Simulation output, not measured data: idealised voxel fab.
Process module name: voxel self aligned vias
Displayed cross-section: cut, width of 220 nm, square cells sized 5 nm.
We lay out every cross-section as a grid of square cells and spell it out in bands from the top down, where one band means one or more rows of cells.
Look at the band entry: it leads with the top's height and the bottom's height in nm. Then it lists the materials left to right, with a width in nm for each. The word "all across" on a single material says that material fills the band edge to edge. The word "empty" is empty space.
Height is counted from the level 0, under which the received wafer is composed throughout of one material. The lowest of the bands is not closed at the bottom but continues downward, in the notation "0 and below".
A two-number width, for instance "30..40", indicates that the width is equal to the first number in the top row of the band and to the second number in the bottom row, and that it changes by a constant amount per row of cells.
"no modifications" -> step changed no cross-section cell.
If an empty space has no open way to the top and is at least 8 cells in size, "Non-vented voids" lists it, written width x height at distance, where distance is measured from the left edge and every value is in nm.
What comes after the settings on a step's line is commentary from the simulator itself on that step.
The "overlay nm" setting may appear on a step's line; for a step that uses a mask, it gives how far to the right of its planned position the mask lay, and a negative value indicates the left.

Process steps foreseen in the plan:
- 1: op RECEIVE | material Si
- 2: op CONFORMAL_DEP | material SiO2 | thk nm 15
- 3: op CONFORMAL_DEP | material SiCN | thk nm 5
- 4: op DIRECTIONAL_DEP | material SiO2 | thk nm 30
- 5: op PATTERN | tone open | mask id LINES | material resist | width nm 20 | pitch nm 50 | thk nm 15 | overlay nm 0
- 6: op DIRECTIONAL_ETCH | etch materials SiO2 | depth nm 30
- 7: op STRIP | etch materials resist
- 8: op CONFORMAL_DEP | material TiN | thk nm 5
- 9: op FILL_DEP | material Ru | thk nm 5
- 10: op CMP | height nm 50
- 11: op SELECTIVE_ETCH | etch materials W Ru TiN | depth nm 10
- 12: op FILL_DEP | material SiN | thk nm 10
- 13: op CMP | height nm 50
- 14: op DIRECTIONAL_DEP | material SiO2 | thk nm 20
- 15: op DIRECTIONAL_DEP | material aC | thk nm 10
- 16: op PATTERN | tone open | mask id VIAS | material resist | width nm 30 | thk nm 30 | overlay nm 0
- 17: op DIRECTIONAL_ETCH | etch materials aC | depth nm 10
- 18: op STRIP | etch materials resist
- 19: op DIRECTIONAL_ETCH | etch materials SiO2 | depth nm 20
- 20: op DIRECTIONAL_ETCH | etch materials SiN | depth nm 10
- 21: op STRIP | etch materials aC
- 22: op CONFORMAL_DEP | material TiN | thk nm 5
- 23: op FILL_DEP | material Ru | thk nm 5
- 24: op CMP | height nm 70
- 25: op CONFORMAL_DEP | material SiCN | thk nm 5

first wafer, as planned:

Incoming wafer in cross-section (state: after step 1):
	0 and below | Si all across
	Non-vented voids: none

The wafer, seen in cross-section, after step 2:
	15 down to 0 | SiO2 all across
	Lower than 0, everything is as it was.

The wafer, seen in cross-section, after step 3:
	20 down to 15 | SiCN all across
	Lower than 15, everything is as it was.

The wafer, seen in cross-section, after step 4:
	50 down to 20 | SiO2 all across
	Lower than 20, everything is as it was.

The wafer, seen in cross-section, after step 5:
	65 down to 50 | resist=75; empty=20; resist=30; empty=20; resist=75
	Lower than 50, everything is as it was.

The wafer, seen in cross-section, after step 6:
	65 down to 50 | resist=75; empty=20; resist=30; empty=20; resist=75
	50 down to 20 | SiO2=75; empty=20; SiO2=30; empty=20; SiO2=75
	Lower than 20, everything is as it was.

The wafer, seen in cross-section, after step 7:
	50 down to 20 | SiO2=75; empty=20; SiO2=30; empty=20; SiO2=75
	Lower than 20, everything is as it was.

The wafer, seen in cross-section, after step 8:
	55 down to 50 | TiN=80; empty=10; TiN=40; empty=10; TiN=80
	50 down to 25 | SiO2=75; TiN=5; empty=10; TiN=5; SiO2=30; TiN=5; empty=10; TiN=5; SiO2=75
	25 down to 20 | SiO2=75; TiN=20; SiO2=30; TiN=20; SiO2=75
	Lower than 20, everything is as it was.

The wafer, seen in cross-section, after step 9:
	60 down to 55 | Ru all across
	55 down to 50 | TiN=80; Ru=10; TiN=40; Ru=10; TiN=80
	50 down to 25 | SiO2=75; TiN=5; Ru=10; TiN=5; SiO2=30; TiN=5; Ru=10; TiN=5; SiO2=75
	Lower than 25, everything is as it was.

The wafer, seen in cross-section, after step 10:
	50 down to 25 | SiO2=75; TiN=5; Ru=10; TiN=5; SiO2=30; TiN=5; Ru=10; TiN=5; SiO2=75
	Lower than 25, everything is as it was.

The wafer, seen in cross-section, after step 11:
	50 down to 40 | SiO2=75; empty=20; SiO2=30; empty=20; SiO2=75
	Lower than 40, everything is as it was.

The wafer, seen in cross-section, after step 12:
	60 down to 50 | SiN all across
	50 down to 40 | SiO2=75; SiN=20; SiO2=30; SiN=20; SiO2=75
	Lower than 40, everything is as it was.

The wafer, seen in cross-section, after step 13:
	50 down to 40 | SiO2=75; SiN=20; SiO2=30; SiN=20; SiO2=75
	Lower than 40, everything is as it was.

The wafer, seen in cross-section, after step 14:
	70 down to 50 | SiO2 all across
	Lower than 50, everything is as it was.

The wafer, seen in cross-section, after step 15:
	80 down to 70 | aC all across
	Lower than 70, everything is as it was.

The wafer, seen in cross-section, after step 16:
	110 down to 80 | resist=70; empty=30; resist=120
	Lower than 80, everything is as it was.

The wafer, seen in cross-section, after step 17:
	100 down to 80 | resist=70; empty=30; resist=120
	80 down to 70 | aC=70; empty=30; aC=120
	Lower than 70, everything is as it was.

The wafer, seen in cross-section, after step 18:
	80 down to 70 | aC=70; empty=30; aC=120
	Lower than 70, everything is as it was.

The wafer, seen in cross-section, after step 19:
	80 down to 70 | aC=70; empty=30; aC=120
	70 down to 50 | SiO2=70; empty=30; SiO2=120
	Lower than 50, everything is as it was.

The wafer, seen in cross-section, after step 20:
	80 down to 70 | aC=70; empty=30; aC=120
	70 down to 50 | SiO2=70; empty=30; SiO2=120
	50 down to 40 | SiO2=75; empty=20; SiO2=30; SiN=20; SiO2=75
	Lower than 40, everything is as it was.

The wafer, seen in cross-section, after step 21:
	70 down to 50 | SiO2=70; empty=30; SiO2=120
	Lower than 50, everything is as it was.

The wafer, seen in cross-section, after step 22:
	75 down to 70 | TiN=75; empty=20; TiN=125
	70 down to 55 | SiO2=70; TiN=5; empty=20; TiN=5; SiO2=120
	55 down to 50 | SiO2=70; TiN=10; empty=10; TiN=10; SiO2=120
	50 down to 45 | SiO2=75; TiN=5; empty=10; TiN=5; SiO2=30; SiN=20; SiO2=75
	45 down to 40 | SiO2=75; TiN=20; SiO2=30; SiN=20; SiO2=75
	Lower than 40, everything is as it was.

The wafer, seen in cross-section, after step 23:
	80 down to 75 | Ru all across
	75 down to 70 | TiN=75; Ru=20; TiN=125
	70 down to 55 | SiO2=70; TiN=5; Ru=20; TiN=5; SiO2=120
	55 down to 50 | SiO2=70; TiN=10; Ru=10; TiN=10; SiO2=120
	50 down to 45 | SiO2=75; TiN=5; Ru=10; TiN=5; SiO2=30; SiN=20; SiO2=75
	Lower than 45, everything is as it was.

The wafer, seen in cross-section, after step 24:
	70 down to 55 | SiO2=70; TiN=5; Ru=20; TiN=5; SiO2=120
	Lower than 55, everything is as it was.

The wafer, seen in cross-section, after step 25:
	75 down to 70 | SiCN all across
	Lower than 70, everything is as it was.

The second wafer: identical to the first at the outset and in its planned sequence, differing only in that one mistake was made during processing; up to and including step 2, its path is the first wafer's path:

Second wafer: cross-section at the scheduled end of step 3:
	45 down to 0 | SiO2 all across
	Lower than 0, everything is as it was.

Second wafer: cross-section at the scheduled end of step 4:
	50 down to 45 | SiCN all across
	Lower than 45, everything is as it was.

Second wafer: cross-section at the scheduled end of step 5:
	65 down to 50 | resist=75; empty=20; resist=30; empty=20; resist=75
	Lower than 50, everything is as it was.

Second wafer: cross-section at the scheduled end of step 6: no modifications

Second wafer: cross-section at the scheduled end of step 7:
	50 down to 45 | SiCN all across
	Lower than 45, everything is as it was.

Second wafer: cross-section at the scheduled end of step 8:
	55 down to 50 | TiN all across
	Lower than 50, everything is as it was.

Second wafer: cross-section at the scheduled end of step 9:
	60 down to 55 | Ru all across
	Lower than 55, everything is as it was.

Second wafer: cross-section at the scheduled end of step 10:
	50 down to 45 | SiCN all across
	Lower than 45, everything is as it was.

Second wafer: cross-section at the scheduled end of step 11: no modifications

Second wafer: cross-section at the scheduled end of step 12:
	60 down to 50 | SiN all across
	Lower than 50, everything is as it was.

Second wafer: cross-section at the scheduled end of step 13:
	50 down to 45 | SiCN all across
	Lower than 45, everything is as it was.

Second wafer: cross-section at the scheduled end of step 14:
	70 down to 50 | SiO2 all across
	Lower than 50, everything is as it was.

Second wafer: cross-section at the scheduled end of step 15:
	80 down to 70 | aC all across
	Lower than 70, everything is as it was.

Second wafer: cross-section at the scheduled end of step 16:
	110 down to 80 | resist=70; empty=30; resist=120
	Lower than 80, everything is as it was.

Second wafer: cross-section at the scheduled end of step 17:
	100 down to 80 | resist=70; empty=30; resist=120
	80 down to 70 | aC=70; empty=30; aC=120
	Lower than 70, everything is as it was.

Second wafer: cross-section at the scheduled end of step 18:
	80 down to 70 | aC=70; empty=30; aC=120
	Lower than 70, everything is as it was.

Second wafer: cross-section at the scheduled end of step 19:
	80 down to 70 | aC=70; empty=30; aC=120
	70 down to 50 | SiO2=70; empty=30; SiO2=120
	Lower than 50, everything is as it was.

Second wafer: cross-section at the scheduled end of step 20: no modifications

Second wafer: cross-section at the scheduled end of step 21:
	70 down to 50 | SiO2=70; empty=30; SiO2=120
	Lower than 50, everything is as it was.

Second wafer: cross-section at the scheduled end of step 22:
	75 down to 70 | TiN=75; empty=20; TiN=125
	70 down to 55 | SiO2=70; TiN=5; empty=20; TiN=5; SiO2=120
	55 down to 50 | SiO2=70; TiN=30; SiO2=120
	Lower than 50, everything is as it was.

Second wafer: cross-section at the scheduled end of step 23:
	80 down to 75 | Ru all across
	75 down to 70 | TiN=75; Ru=20; TiN=125
	70 down to 55 | SiO2=70; TiN=5; Ru=20; TiN=5; SiO2=120
	Lower than 55, everything is as it was.

Second wafer: cross-section at the scheduled end of step 24:
	70 down to 55 | SiO2=70; TiN=5; Ru=20; TiN=5; SiO2=120
	Lower than 55, everything is as it was.

Second wafer: cross-section at the scheduled end of step 25:
	75 down to 70 | SiCN all across
	Lower than 70, everything is as it was.
Which mistake was made when the wafer was run? the intended sequence of steps 3 and 4 was reversed during processing, with each occupying the position of the other
At the finish, the second wafer shows more or fewer cells for some materials than the first does: Ru: 16 fewer | SiN: 8 fewer | SiO2: 48 more | TiN: 24 fewer
